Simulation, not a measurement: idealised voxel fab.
Proc. module: voxel self aligned contacts
This is section cut - it's 300 nm across, gridded in 5 nm square cells.
Bands, listed from the top down, are how a cross-section gets written in this document; the cross-section itself is a grid of square cells, and a band is one or more rows of them. The entry gives the band's vertical extent as a top height and a bottom height in nm, then its horizontal make-up as materials from left to right, each with a width in nm. "empty" stands for empty space; a single material marked "edge to edge" fills the band edge to edge. Heads up on the height convention: 0 is the point under which the incoming wafer is all one material, and the lowest band has no bottom, it just keeps going down, like "z 0 and below". Per-row width for "30->40": begins at first number (top row of band), ends at second number (bottom row), increment between rows held constant. Basically "remains unaltered" means that step didn't change any cell in the cross-section. This entry, "Closed-off voids", enumerates those empty regions of no fewer than 8 cells that possess no open connection to the top. Each region is reported in the form width x height at distance, the distance being taken from the left edge, with all three quantities expressed in nm. It should be noted that, on the line of a given step, the content following the step's settings is a remark produced by the simulator itself with respect to that step. overlay nm: on a step with a mask, how far right of its planned place the mask lay; negative means left. So the way this works: pairs, before and after one process step. The after picture only goes down to the lowest band that actually changed, nothing below. Step and its settings are under each pair. And watch out, pairs might come from different runs of this module, same starting wafer though, so a pair only follows on from the one above if its "Before processing step" entry tells you so.
### Before processing step
> z 0 and below = Si edge to edge
> Closed-off voids: none
### After the Step
> z 5 to 0 = SiO2 edge to edge
> At heights below 0, the structure remains unaltered.
> Closed-off voids: none
Applied between the two views above: CONFORMAL_DEP (material SiO2; thk nm 5)
Before processing step: this step begins from the cross-section that the pair just above shows after its step.
### After the Step
> z 25 to 5 = polySi edge to edge
> At heights below 5, the structure remains unaltered.
> Closed-off voids: none
Applied between the two views above: DIRECTIONAL_DEP (material polySi; thk nm 20)
Before processing step: this step begins from the cross-section that the pair just above shows after its step.
### After the Step
> z 40 to 25 = SiN edge to edge
> At heights below 25, the structure remains unaltered.
> Closed-off voids: none
Applied between the two views above: DIRECTIONAL_DEP (material SiN; thk nm 15)
Before processing step: this step begins from the cross-section that the pair just above shows after its step.
### After the Step
> z 55 to 40 = empty 75 nm, resist 25 nm, empty 35 nm, resist 25 nm, empty 35 nm, resist 25 nm, empty 80 nm
> At heights below 40, the structure remains unaltered.
> Closed-off voids: none
Applied between the two views above: PATTERN (tone cover; mask id GATE; material resist; width nm 25; pitch nm 60; thk nm 15; overlay nm 0)
Before processing step: this step begins from the cross-section that the pair just above shows after its step.
### After the Step
> z 55 to 40 = empty 75 nm, resist 25 nm, empty 35 nm, resist 25 nm, empty 35 nm, resist 25 nm, empty 80 nm
> z 40 to 25 = empty 75 nm, SiN 25 nm, empty 35 nm, SiN 25 nm, empty 35 nm, SiN 25 nm, empty 80 nm
> At heights below 25, the structure remains unaltered.
> Closed-off voids: none
Applied between the two views above: DIRECTIONAL_ETCH (etch materials SiN; depth nm 15)
Before processing step: this step begins from the cross-section that the pair just above shows after its step.
### After the Step
> z 55 to 40 = empty 75 nm, resist 25 nm, empty 35 nm, resist 25 nm, empty 35 nm, resist 25 nm, empty 80 nm
> z 40 to 25 = empty 75 nm, SiN 25 nm, empty 35 nm, SiN 25 nm, empty 35 nm, SiN 25 nm, empty 80 nm
> z 25 to 5 = empty 75 nm, polySi 25 nm, empty 35 nm, polySi 25 nm, empty 35 nm, polySi 25 nm, empty 80 nm
> At heights below 5, the structure remains unaltered.
> Closed-off voids: none
Applied between the two views above: DIRECTIONAL_ETCH (etch materials polySi; depth nm 20)
Before processing step: this step begins from the cross-section that the pair just above shows after its step.
### After the Step
> z 40 to 25 = empty 75 nm, SiN 25 nm, empty 35 nm, SiN 25 nm, empty 35 nm, SiN 25 nm, empty 80 nm
> At heights below 25, the structure remains unaltered.
> Closed-off voids: none
Applied between the two views above: STRIP (etch materials resist)
Before processing step: this step begins from the cross-section that the pair just above shows after its step.
### After the Step
> z 45 to 25 = empty 70 nm, SiN 35 nm, empty 25 nm, SiN 35 nm, empty 25 nm, SiN 35 nm, empty 75 nm
> z 25 to 10 = empty 70 nm, SiN 5 nm, polySi 25 nm, SiN 5 nm, empty 25 nm, SiN 5 nm, polySi 25 nm, SiN 5 nm, empty 25 nm, SiN 5 nm, polySi 25 nm, SiN 5 nm, empty 75 nm
> z 10 to 5 = SiN 75 nm, polySi 25 nm, SiN 35 nm, polySi 25 nm, SiN 35 nm, polySi 25 nm, SiN 80 nm
> At heights below 5, the structure remains unaltered.
> Closed-off voids: none
Applied between the two views above: CONFORMAL_DEP (material SiN; thk nm 5)
Before processing step: this step begins from the cross-section that the pair just above shows after its step.
### After the Step
> z 40 to 25 = empty 70 nm, SiN 35 nm, empty 25 nm, SiN 35 nm, empty 25 nm, SiN 35 nm, empty 75 nm
> z 25 to 5 = empty 70 nm, SiN 5 nm, polySi 25 nm, SiN 5 nm, empty 25 nm, SiN 5 nm, polySi 25 nm, SiN 5 nm, empty 25 nm, SiN 5 nm, polySi 25 nm, SiN 5 nm, empty 75 nm
> At heights below 5, the structure remains unaltered.
> Closed-off voids: none
Applied between the two views above: DIRECTIONAL_ETCH (etch materials SiN; depth nm 5)
Before processing step: this step begins from the cross-section that the pair just above shows after its step.
### After the Step
> z 55 to 40 = SiO2 edge to edge
> z 40 to 25 = SiO2 70 nm, SiN 35 nm, SiO2 25 nm, SiN 35 nm, SiO2 25 nm, SiN 35 nm, SiO2 75 nm
> z 25 to 5 = SiO2 70 nm, SiN 5 nm, polySi 25 nm, SiN 5 nm, SiO2 25 nm, SiN 5 nm, polySi 25 nm, SiN 5 nm, SiO2 25 nm, SiN 5 nm, polySi 25 nm, SiN 5 nm, SiO2 75 nm
> At heights below 5, the structure remains unaltered.
> Closed-off voids: none
Applied between the two views above: FILL_DEP (material SiO2; thk nm 15)
Before processing step: this step begins from the cross-section that the pair just above shows after its step.
### After the Step
> z 50 to 40 = SiO2 edge to edge
> At heights below 40, the structure remains unaltered.
> Closed-off voids: none
Applied between the two views above: CMP (height nm 50)
Before processing step: this step begins from the cross-section that the pair just above shows after its step.
### After the Step
> z 65 to 50 = resist 95 nm, empty 45 nm, resist 15 nm, empty 45 nm, resist 100 nm
> At heights below 50, the structure remains unaltered.
> Closed-off voids: none
Applied between the two views above: PATTERN (tone open; mask id CONTACT; material resist; width nm 45; pitch nm 60; thk nm 15; overlay nm 0)
Before processing step: this step begins from the cross-section that the pair just above shows after its step.
### After the Step
> z 65 to 50 = resist 95 nm, empty 45 nm, resist 15 nm, empty 45 nm, resist 100 nm
> z 50 to 40 = SiO2 95 nm, empty 45 nm, SiO2 15 nm, empty 45 nm, SiO2 100 nm
> z 40 to 25 = SiO2 70 nm, SiN 35 nm, empty 25 nm, SiN 35 nm, empty 25 nm, SiN 35 nm, SiO2 75 nm
> z 25 to 5 = SiO2 70 nm, SiN 5 nm, polySi 25 nm, SiN 5 nm, empty 25 nm, SiN 5 nm, polySi 25 nm, SiN 5 nm, empty 25 nm, SiN 5 nm, polySi 25 nm, SiN 5 nm, SiO2 75 nm
> z 5 to 0 = SiO2 105 nm, empty 25 nm, SiO2 35 nm, empty 25 nm, SiO2 110 nm
> At heights below 0, the structure remains unaltered.
> Closed-off voids: none
Applied between the two views above: DIRECTIONAL_ETCH (etch materials SiO2; depth nm 50)
Before processing step: this step begins from the cross-section that the pair just above shows after its step.
### After the Step
> z 50 to 40 = SiO2 95 nm, empty 45 nm, SiO2 15 nm, empty 45 nm, SiO2 100 nm
> At heights below 40, the structure remains unaltered.
> Closed-off voids: none
Applied between the two views above: STRIP (etch materials resist)
Before processing step: this step begins from the cross-section that the pair just above shows after its step.
### After the Step
> z 55 to 50 = TiN 100 nm, empty 35 nm, TiN 25 nm, empty 35 nm, TiN 105 nm
> z 50 to 40 = SiO2 95 nm, TiN 5->15 nm, empty 35->15 nm, TiN 5->15 nm, SiO2 15 nm, TiN 5->15 nm, empty 35->15 nm, TiN 5->15 nm, SiO2 100 nm
> z 40 to 25 = SiO2 70 nm, SiN 35 nm, TiN 5 nm, empty 15 nm, TiN 5 nm, SiN 35 nm, TiN 5 nm, empty 15 nm, TiN 5 nm, SiN 35 nm, SiO2 75 nm
> z 25 to 5 = SiO2 70 nm, SiN 5 nm, polySi 25 nm, SiN 5 nm, TiN 5 nm, empty 15 nm, TiN 5 nm, SiN 5 nm, polySi 25 nm, SiN 5 nm, TiN 5 nm, empty 15 nm, TiN 5 nm, SiN 5 nm, polySi 25 nm, SiN 5 nm, SiO2 75 nm
> z 5 to 0 = SiO2 105 nm, TiN 25 nm, SiO2 35 nm, TiN 25 nm, SiO2 110 nm
> At heights below 0, the structure remains unaltered.
> Closed-off voids: none
Applied between the two views above: CONFORMAL_DEP (material TiN; thk nm 5)
Before processing step: this step begins from the cross-section that the pair just above shows after its step.
### After the Step
> z 65 to 55 = W edge to edge
> z 55 to 50 = TiN 100 nm, W 35 nm, TiN 25 nm, W 35 nm, TiN 105 nm
> z 50 to 40 = SiO2 95 nm, TiN 5->15 nm, W 35->15 nm, TiN 5->15 nm, SiO2 15 nm, TiN 5->15 nm, W 35->15 nm, TiN 5->15 nm, SiO2 100 nm
> z 40 to 25 = SiO2 70 nm, SiN 35 nm, TiN 5 nm, W 15 nm, TiN 5 nm, SiN 35 nm, TiN 5 nm, W 15 nm, TiN 5 nm, SiN 35 nm, SiO2 75 nm
> z 25 to 5 = SiO2 70 nm, SiN 5 nm, polySi 25 nm, SiN 5 nm, TiN 5 nm, W 15 nm, TiN 5 nm, SiN 5 nm, polySi 25 nm, SiN 5 nm, TiN 5 nm, W 15 nm, TiN 5 nm, SiN 5 nm, polySi 25 nm, SiN 5 nm, SiO2 75 nm
> At heights below 5, the structure remains unaltered.
> Closed-off voids: none
Applied between the two views above: FILL_DEP (material W; thk nm 10)
Before processing step: this step begins from the cross-section that the pair just above shows after its step.
### After the Step
> z 50 to 40 = SiO2 95 nm, TiN 5->15 nm, W 35->15 nm, TiN 5->15 nm, SiO2 15 nm, TiN 5->15 nm, W 35->15 nm, TiN 5->15 nm, SiO2 100 nm
> At heights below 40, the structure remains unaltered.
> Closed-off voids: none
Applied between the two views above: CMP (height nm 50)
Before processing step: this step begins from the cross-section that the pair just above shows after its step.
### After the Step
> z 55 to 50 = SiCN edge to edge
> At heights below 50, the structure remains unaltered.
> Closed-off voids: none
Applied between the two views above: CONFORMAL_DEP (material SiCN; thk nm 5)
### Before processing step
> z 65 to 55 = W edge to edge
> z 55 to 50 = TiN 100 nm, W 35 nm, TiN 25 nm, W 35 nm, TiN 105 nm
> z 50 to 40 = SiO2 95 nm, TiN 5->15 nm, W 35->15 nm, TiN 5->15 nm, SiO2 15 nm, TiN 5->15 nm, W 35->15 nm, TiN 5->15 nm, SiO2 100 nm
> z 40 to 25 = SiO2 70 nm, SiN 35 nm, TiN 5 nm, W 15 nm, TiN 5 nm, SiN 35 nm, TiN 5 nm, W 15 nm, TiN 5 nm, SiN 35 nm, SiO2 75 nm
> z 25 to 5 = SiO2 70 nm, SiN 5 nm, polySi 25 nm, SiN 5 nm, TiN 5 nm, W 15 nm, TiN 5 nm, SiN 5 nm, polySi 25 nm, SiN 5 nm, TiN 5 nm, W 15 nm, TiN 5 nm, SiN 5 nm, polySi 25 nm, SiN 5 nm, SiO2 75 nm
> z 5 to 0 = SiO2 105 nm, TiN 25 nm, SiO2 35 nm, TiN 25 nm, SiO2 110 nm
> z 0 and below = Si edge to edge
> Closed-off voids: none
### After the Step
> z 70 to 65 = SiCN edge to edge
> At heights below 65, the structure remains unaltered.
> Closed-off voids: none
Applied between the two views above: CONFORMAL_DEP (material SiCN; thk nm 5)
### Before processing step
> z 40 to 25 = SiN edge to edge
> z 25 to 5 = polySi edge to edge
> z 5 to 0 = SiO2 edge to edge
> z 0 and below = Si edge to edge
> Closed-off voids: none
### After the Step
> z 55 to 25 = SiN edge to edge
> At heights below 25, the structure remains unaltered.
> Closed-off voids: none
Applied between the two views above: DIRECTIONAL_DEP (material SiN; thk nm 15)
Before processing step: this step begins from the cross-section that the pair just above shows after its step.
### After the Step
> z 70 to 55 = empty 75 nm, resist 25 nm, empty 35 nm, resist 25 nm, empty 35 nm, resist 25 nm, empty 80 nm
> At heights below 55, the structure remains unaltered.
> Closed-off voids: none
Applied between the two views above: PATTERN (tone cover; mask id GATE; material resist; width nm 25; pitch nm 60; thk nm 15; overlay nm 0)
Before processing step: this step begins from the cross-section that the pair just above shows after its step.
### After the Step
> z 70 to 55 = empty 75 nm, resist 25 nm, empty 35 nm, resist 25 nm, empty 35 nm, resist 25 nm, empty 80 nm
> z 55 to 40 = empty 75 nm, SiN 25 nm, empty 35 nm, SiN 25 nm, empty 35 nm, SiN 25 nm, empty 80 nm
> At heights below 40, the structure remains unaltered.
> Closed-off voids: none
Applied between the two views above: DIRECTIONAL_ETCH (etch materials SiN; depth nm 15)
Before processing step: this step begins from the cross-section that the pair just above shows after its step.
### After the Step
> z 55 to 40 = empty 75 nm, SiN 25 nm, empty 35 nm, SiN 25 nm, empty 35 nm, SiN 25 nm, empty 80 nm
> At heights below 40, the structure remains unaltered.
> Closed-off voids: none
Applied between the two views above: STRIP (etch materials resist)
Before processing step: this step begins from the cross-section that the pair just above shows after its step.
### After the Step
> z 60 to 45 = empty 70 nm, SiN 35 nm, empty 25 nm, SiN 35 nm, empty 25 nm, SiN 35 nm, empty 75 nm
> z 45 to 25 = SiN edge to edge
> At heights below 25, the structure remains unaltered.
> Closed-off voids: none
Applied between the two views above: CONFORMAL_DEP (material SiN; thk nm 5)
Before processing step: this step begins from the cross-section that the pair just above shows after its step.
### After the Step
> z 55 to 40 = empty 70 nm, SiN 35 nm, empty 25 nm, SiN 35 nm, empty 25 nm, SiN 35 nm, empty 75 nm
> At heights below 40, the structure remains unaltered.
> Closed-off voids: none
Applied between the two views above: DIRECTIONAL_ETCH (etch materials SiN; depth nm 5)
Before processing step: this step begins from the cross-section that the pair just above shows after its step.
### After the Step
> z 70 to 55 = SiO2 edge to edge
> z 55 to 40 = SiO2 70 nm, SiN 35 nm, SiO2 25 nm, SiN 35 nm, SiO2 25 nm, SiN 35 nm, SiO2 75 nm
> At heights below 40, the structure remains unaltered.
> Closed-off voids: none
Applied between the two views above: FILL_DEP (material SiO2; thk nm 15)
Before processing step: this step begins from the cross-section that the pair just above shows after its step.
### After the Step
> z 50 to 40 = SiO2 70 nm, SiN 35 nm, SiO2 25 nm, SiN 35 nm, SiO2 25 nm, SiN 35 nm, SiO2 75 nm
> At heights below 40, the structure remains unaltered.
> Closed-off voids: none
Applied between the two views above: CMP (height nm 50)
Before processing step: this step begins from the cross-section that the pair just above shows after its step.
### After the Step
> z 65 to 50 = resist 95 nm, empty 45 nm, resist 15 nm, empty 45 nm, resist 100 nm
> At heights below 50, the structure remains unaltered.
> Closed-off voids: none
Applied between the two views above: PATTERN (tone open; mask id CONTACT; material resist; width nm 45; pitch nm 60; thk nm 15; overlay nm 0)
Before processing step: this step begins from the cross-section that the pair just above shows after its step.
### After the Step
> z 65 to 50 = resist 95 nm, empty 45 nm, resist 15 nm, empty 45 nm, resist 100 nm
> z 50 to 40 = SiO2 70 nm, SiN 35 nm, empty 25 nm, SiN 35 nm, empty 25 nm, SiN 35 nm, SiO2 75 nm
> At heights below 40, the structure remains unaltered.
> Closed-off voids: none
Applied between the two views above: DIRECTIONAL_ETCH (etch materials SiO2; depth nm 50)
Before processing step: this step begins from the cross-section that the pair just above shows after its step.
### After the Step
> z 50 to 40 = SiO2 70 nm, SiN 35 nm, empty 25 nm, SiN 35 nm, empty 25 nm, SiN 35 nm, SiO2 75 nm
> At heights below 40, the structure remains unaltered.
> Closed-off voids: none
Applied between the two views above: STRIP (etch materials resist)
Before processing step: this step begins from the cross-section that the pair just above shows after its step.
### After the Step
> z 55 to 50 = TiN 110 nm, empty 15 nm, TiN 45 nm, empty 15 nm, TiN 115 nm
> z 50 to 45 = SiO2 70 nm, SiN 35 nm, TiN 5 nm, empty 15 nm, TiN 5 nm, SiN 35 nm, TiN 5 nm, empty 15 nm, TiN 5 nm, SiN 35 nm, SiO2 75 nm
> z 45 to 40 = SiO2 70 nm, SiN 35 nm, TiN 25 nm, SiN 35 nm, TiN 25 nm, SiN 35 nm, SiO2 75 nm
> At heights below 40, the structure remains unaltered.
> Closed-off voids: none
Applied between the two views above: CONFORMAL_DEP (material TiN; thk nm 5)
Before processing step: this step begins from the cross-section that the pair just above shows after its step.
### After the Step
> z 65 to 55 = W edge to edge
> z 55 to 50 = TiN 110 nm, W 15 nm, TiN 45 nm, W 15 nm, TiN 115 nm
> z 50 to 45 = SiO2 70 nm, SiN 35 nm, TiN 5 nm, W 15 nm, TiN 5 nm, SiN 35 nm, TiN 5 nm, W 15 nm, TiN 5 nm, SiN 35 nm, SiO2 75 nm
> At heights below 45, the structure remains unaltered.
> Closed-off voids: none
Applied between the two views above: FILL_DEP (material W; thk nm 10)
Before processing step: this step begins from the cross-section that the pair just above shows after its step.
### After the Step
> z 50 to 45 = SiO2 70 nm, SiN 35 nm, TiN 5 nm, W 15 nm, TiN 5 nm, SiN 35 nm, TiN 5 nm, W 15 nm, TiN 5 nm, SiN 35 nm, SiO2 75 nm
> At heights below 45, the structure remains unaltered.
> Closed-off voids: none
Applied between the two views above: CMP (height nm 50)
Before processing step: this step begins from the cross-section that the pair just above shows after its step.
### After the Step
> z 55 to 50 = SiCN edge to edge
> At heights below 50, the structure remains unaltered.
> Closed-off voids: none
Applied between the two views above: CONFORMAL_DEP (material SiCN; thk nm 5)
### Before processing step
> z 5 to 0 = SiO2 edge to edge
> z 0 and below = Si edge to edge
> Closed-off voids: none
### After the Step
> z 20 to 5 = SiN edge to edge
> At heights below 5, the structure remains unaltered.
> Closed-off voids: none
Applied between the two views above: DIRECTIONAL_DEP (material SiN; thk nm 15)
Before processing step: this step begins from the cross-section that the pair just above shows after its step.
### After the Step
> z 40 to 20 = polySi edge to edge
> At heights below 20, the structure remains unaltered.
> Closed-off voids: none
Applied between the two views above: DIRECTIONAL_DEP (material polySi; thk nm 20)
Before processing step: this step begins from the cross-section that the pair just above shows after its step.
### After the Step
> z 55 to 40 = empty 75 nm, resist 25 nm, empty 35 nm, resist 25 nm, empty 35 nm, resist 25 nm, empty 80 nm
> At heights below 40, the structure remains unaltered.
> Closed-off voids: none
Applied between the two views above: PATTERN (tone cover; mask id GATE; material resist; width nm 25; pitch nm 60; thk nm 15; overlay nm 0)
Before processing step: this step begins from the cross-section that the pair just above shows after its step.
### After the Step
> z 55 to 40 = empty 75 nm, resist 25 nm, empty 35 nm, resist 25 nm, empty 35 nm, resist 25 nm, empty 80 nm
> z 40 to 20 = empty 75 nm, polySi 25 nm, empty 35 nm, polySi 25 nm, empty 35 nm, polySi 25 nm, empty 80 nm
> At heights below 20, the structure remains unaltered.
> Closed-off voids: none
Applied between the two views above: DIRECTIONAL_ETCH (etch materials polySi; depth nm 20)
Before processing step: this step begins from the cross-section that the pair just above shows after its step.
### After the Step
> z 40 to 20 = empty 75 nm, polySi 25 nm, empty 35 nm, polySi 25 nm, empty 35 nm, polySi 25 nm, empty 80 nm
> At heights below 20, the structure remains unaltered.
> Closed-off voids: none
Applied between the two views above: STRIP (etch materials resist)
Before processing step: this step begins from the cross-section that the pair just above shows after its step.
### After the Step
> z 45 to 40 = empty 70 nm, SiN 35 nm, empty 25 nm, SiN 35 nm, empty 25 nm, SiN 35 nm, empty 75 nm
> z 40 to 25 = empty 70 nm, SiN 5 nm, polySi 25 nm, SiN 5 nm, empty 25 nm, SiN 5 nm, polySi 25 nm, SiN 5 nm, empty 25 nm, SiN 5 nm, polySi 25 nm, SiN 5 nm, empty 75 nm
> z 25 to 20 = SiN 75 nm, polySi 25 nm, SiN 35 nm, polySi 25 nm, SiN 35 nm, polySi 25 nm, SiN 80 nm
> At heights below 20, the structure remains unaltered.
> Closed-off voids: none
Applied between the two views above: CONFORMAL_DEP (material SiN; thk nm 5)
Before processing step: this step begins from the cross-section that the pair just above shows after its step.
### After the Step
> z 40 to 20 = empty 70 nm, SiN 5 nm, polySi 25 nm, SiN 5 nm, empty 25 nm, SiN 5 nm, polySi 25 nm, SiN 5 nm, empty 25 nm, SiN 5 nm, polySi 25 nm, SiN 5 nm, empty 75 nm
> At heights below 20, the structure remains unaltered.
> Closed-off voids: none
Applied between the two views above: DIRECTIONAL_ETCH (etch materials SiN; depth nm 5)
Before processing step: this step begins from the cross-section that the pair just above shows after its step.
### After the Step
> z 55 to 40 = SiO2 edge to edge
> z 40 to 20 = SiO2 70 nm, SiN 5 nm, polySi 25 nm, SiN 5 nm, SiO2 25 nm, SiN 5 nm, polySi 25 nm, SiN 5 nm, SiO2 25 nm, SiN 5 nm, polySi 25 nm, SiN 5 nm, SiO2 75 nm
> At heights below 20, the structure remains unaltered.
> Closed-off voids: none
Applied between the two views above: FILL_DEP (material SiO2; thk nm 15)
Before processing step: this step begins from the cross-section that the pair just above shows after its step.
### After the Step
> z 50 to 40 = SiO2 edge to edge
> At heights below 40, the structure remains unaltered.
> Closed-off voids: none
Applied between the two views above: CMP (height nm 50)
Before processing step: this step begins from the cross-section that the pair just above shows after its step.
### After the Step
> z 65 to 50 = resist 95 nm, empty 45 nm, resist 15 nm, empty 45 nm, resist 100 nm
> At heights below 50, the structure remains unaltered.
> Closed-off voids: none
Applied between the two views above: PATTERN (tone open; mask id CONTACT; material resist; width nm 45; pitch nm 60; thk nm 15; overlay nm 0)
Before processing step: this step begins from the cross-section that the pair just above shows after its step.
### After the Step
> z 65 to 50 = resist 95 nm, empty 45 nm, resist 15 nm, empty 45 nm, resist 100 nm
> z 50 to 40 = SiO2 95 nm, empty 45 nm, SiO2 15 nm, empty 45 nm, SiO2 100 nm
> z 40 to 20 = SiO2 70 nm, SiN 5 nm, polySi 25 nm, SiN 5 nm, empty 25 nm, SiN 5 nm, polySi 25 nm, SiN 5 nm, empty 25 nm, SiN 5 nm, polySi 25 nm, SiN 5 nm, SiO2 75 nm
> At heights below 20, the structure remains unaltered.
> Closed-off voids: none
Applied between the two views above: DIRECTIONAL_ETCH (etch materials SiO2; depth nm 50)
Before processing step: this step begins from the cross-section that the pair just above shows after its step.
### After the Step
> z 50 to 40 = SiO2 95 nm, empty 45 nm, SiO2 15 nm, empty 45 nm, SiO2 100 nm
> At heights below 40, the structure remains unaltered.
> Closed-off voids: none
Applied between the two views above: STRIP (etch materials resist)
Before processing step: this step begins from the cross-section that the pair just above shows after its step.
### After the Step
> z 55 to 50 = TiN 100 nm, empty 35 nm, TiN 25 nm, empty 35 nm, TiN 105 nm
> z 50 to 40 = SiO2 95 nm, TiN 5->15 nm, empty 35->15 nm, TiN 5->15 nm, SiO2 15 nm, TiN 5->15 nm, empty 35->15 nm, TiN 5->15 nm, SiO2 100 nm
> z 40 to 25 = SiO2 70 nm, SiN 5 nm, polySi 25 nm, SiN 5 nm, TiN 5 nm, empty 15 nm, TiN 5 nm, SiN 5 nm, polySi 25 nm, SiN 5 nm, TiN 5 nm, empty 15 nm, TiN 5 nm, SiN 5 nm, polySi 25 nm, SiN 5 nm, SiO2 75 nm
> z 25 to 20 = SiO2 70 nm, SiN 5 nm, polySi 25 nm, SiN 5 nm, TiN 25 nm, SiN 5 nm, polySi 25 nm, SiN 5 nm, TiN 25 nm, SiN 5 nm, polySi 25 nm, SiN 5 nm, SiO2 75 nm
> At heights below 20, the structure remains unaltered.
> Closed-off voids: none
Applied between the two views above: CONFORMAL_DEP (material TiN; thk nm 5)
Before processing step: this step begins from the cross-section that the pair just above shows after its step.
### After the Step
> z 65 to 55 = W edge to edge
> z 55 to 50 = TiN 100 nm, W 35 nm, TiN 25 nm, W 35 nm, TiN 105 nm
> z 50 to 40 = SiO2 95 nm, TiN 5->15 nm, W 35->15 nm, TiN 5->15 nm, SiO2 15 nm, TiN 5->15 nm, W 35->15 nm, TiN 5->15 nm, SiO2 100 nm
> z 40 to 25 = SiO2 70 nm, SiN 5 nm, polySi 25 nm, SiN 5 nm, TiN 5 nm, W 15 nm, TiN 5 nm, SiN 5 nm, polySi 25 nm, SiN 5 nm, TiN 5 nm, W 15 nm, TiN 5 nm, SiN 5 nm, polySi 25 nm, SiN 5 nm, SiO2 75 nm
> At heights below 25, the structure remains unaltered.
> Closed-off voids: none
Applied between the two views above: FILL_DEP (material W; thk nm 10)
Before processing step: this step begins from the cross-section that the pair just above shows after its step.
### After the Step
> z 50 to 40 = SiO2 95 nm, TiN 5->15 nm, W 35->15 nm, TiN 5->15 nm, SiO2 15 nm, TiN 5->15 nm, W 35->15 nm, TiN 5->15 nm, SiO2 100 nm
> At heights below 40, the structure remains unaltered.
> Closed-off voids: none
Applied between the two views above: CMP (height nm 50)
Before processing step: this step begins from the cross-section that the pair just above shows after its step.
### After the Step
> z 55 to 50 = SiCN edge to edge
> At heights below 50, the structure remains unaltered.
> Closed-off voids: none
Applied between the two views above: CONFORMAL_DEP (material SiCN; thk nm 5)
### Before processing step
> z 55 to 40 = empty 75 nm, resist 25 nm, empty 35 nm, resist 25 nm, empty 35 nm, resist 25 nm, empty 80 nm
> z 40 to 25 = empty 75 nm, SiN 25 nm, empty 35 nm, SiN 25 nm, empty 35 nm, SiN 25 nm, empty 80 nm
> z 25 to 5 = polySi edge to edge
> z 5 to 0 = SiO2 edge to edge
> z 0 and below = Si edge to edge
> Closed-off voids: none
### After the Step
> z 55 to 40 = empty 75 nm, resist 25 nm, empty 35 nm, resist 25 nm, empty 35 nm, resist 25 nm, empty 80 nm
> z 40 to 25 = empty 75 nm, SiN 25 nm, empty 35 nm, SiN 25 nm, empty 35 nm, SiN 25 nm, empty 80 nm
> z 25 to 15 = empty 75 nm, polySi 25 nm, empty 35 nm, polySi 25 nm, empty 35 nm, polySi 25 nm, empty 80 nm
> At heights below 15, the structure remains unaltered.
> Closed-off voids: none
Applied between the two views above: DIRECTIONAL_ETCH (etch materials polySi; depth nm 10)
Before processing step: this step begins from the cross-section that the pair just above shows after its step.
### After the Step
> z 40 to 25 = empty 75 nm, SiN 25 nm, empty 35 nm, SiN 25 nm, empty 35 nm, SiN 25 nm, empty 80 nm
> At heights below 25, the structure remains unaltered.
> Closed-off voids: none
Applied between the two views above: STRIP (etch materials resist)
Before processing step: this step begins from the cross-section that the pair just above shows after its step.
### After the Step
> z 45 to 25 = empty 70 nm, SiN 35 nm, empty 25 nm, SiN 35 nm, empty 25 nm, SiN 35 nm, empty 75 nm
> z 25 to 20 = empty 70 nm, SiN 5 nm, polySi 25 nm, SiN 5 nm, empty 25 nm, SiN 5 nm, polySi 25 nm, SiN 5 nm, empty 25 nm, SiN 5 nm, polySi 25 nm, SiN 5 nm, empty 75 nm
> z 20 to 15 = SiN 75 nm, polySi 25 nm, SiN 35 nm, polySi 25 nm, SiN 35 nm, polySi 25 nm, SiN 80 nm
> At heights below 15, the structure remains unaltered.
> Closed-off voids: none
Applied between the two views above: CONFORMAL_DEP (material SiN; thk nm 5)
Before processing step: this step begins from the cross-section that the pair just above shows after its step.
### After the Step
> z 40 to 25 = empty 70 nm, SiN 35 nm, empty 25 nm, SiN 35 nm, empty 25 nm, SiN 35 nm, empty 75 nm
> z 25 to 15 = empty 70 nm, SiN 5 nm, polySi 25 nm, SiN 5 nm, empty 25 nm, SiN 5 nm, polySi 25 nm, SiN 5 nm, empty 25 nm, SiN 5 nm, polySi 25 nm, SiN 5 nm, empty 75 nm
> At heights below 15, the structure remains unaltered.
> Closed-off voids: none
Applied between the two views above: DIRECTIONAL_ETCH (etch materials SiN; depth nm 5)
Before processing step: this step begins from the cross-section that the pair just above shows after its step.
### After the Step
> z 55 to 40 = SiO2 edge to edge
> z 40 to 25 = SiO2 70 nm, SiN 35 nm, SiO2 25 nm, SiN 35 nm, SiO2 25 nm, SiN 35 nm, SiO2 75 nm
> z 25 to 15 = SiO2 70 nm, SiN 5 nm, polySi 25 nm, SiN 5 nm, SiO2 25 nm, SiN 5 nm, polySi 25 nm, SiN 5 nm, SiO2 25 nm, SiN 5 nm, polySi 25 nm, SiN 5 nm, SiO2 75 nm
> At heights below 15, the structure remains unaltered.
> Closed-off voids: none
Applied between the two views above: FILL_DEP (material SiO2; thk nm 15)
Before processing step: this step begins from the cross-section that the pair just above shows after its step.
### After the Step
> z 50 to 40 = SiO2 edge to edge
> At heights below 40, the structure remains unaltered.
> Closed-off voids: none
Applied between the two views above: CMP (height nm 50)
Before processing step: this step begins from the cross-section that the pair just above shows after its step.
### After the Step
> z 65 to 50 = resist 95 nm, empty 45 nm, resist 15 nm, empty 45 nm, resist 100 nm
> At heights below 50, the structure remains unaltered.
> Closed-off voids: none
Applied between the two views above: PATTERN (tone open; mask id CONTACT; material resist; width nm 45; pitch nm 60; thk nm 15; overlay nm 0)
Before processing step: this step begins from the cross-section that the pair just above shows after its step.
### After the Step
> z 65 to 50 = resist 95 nm, empty 45 nm, resist 15 nm, empty 45 nm, resist 100 nm
> z 50 to 40 = SiO2 95 nm, empty 45 nm, SiO2 15 nm, empty 45 nm, SiO2 100 nm
> z 40 to 25 = SiO2 70 nm, SiN 35 nm, empty 25 nm, SiN 35 nm, empty 25 nm, SiN 35 nm, SiO2 75 nm
> z 25 to 15 = SiO2 70 nm, SiN 5 nm, polySi 25 nm, SiN 5 nm, empty 25 nm, SiN 5 nm, polySi 25 nm, SiN 5 nm, empty 25 nm, SiN 5 nm, polySi 25 nm, SiN 5 nm, SiO2 75 nm
> At heights below 15, the structure remains unaltered.
> Closed-off voids: none
Applied between the two views above: DIRECTIONAL_ETCH (etch materials SiO2; depth nm 50)
Before processing step: this step begins from the cross-section that the pair just above shows after its step.
### After the Step
> z 50 to 40 = SiO2 95 nm, empty 45 nm, SiO2 15 nm, empty 45 nm, SiO2 100 nm
> At heights below 40, the structure remains unaltered.
> Closed-off voids: none
Applied between the two views above: STRIP (etch materials resist)
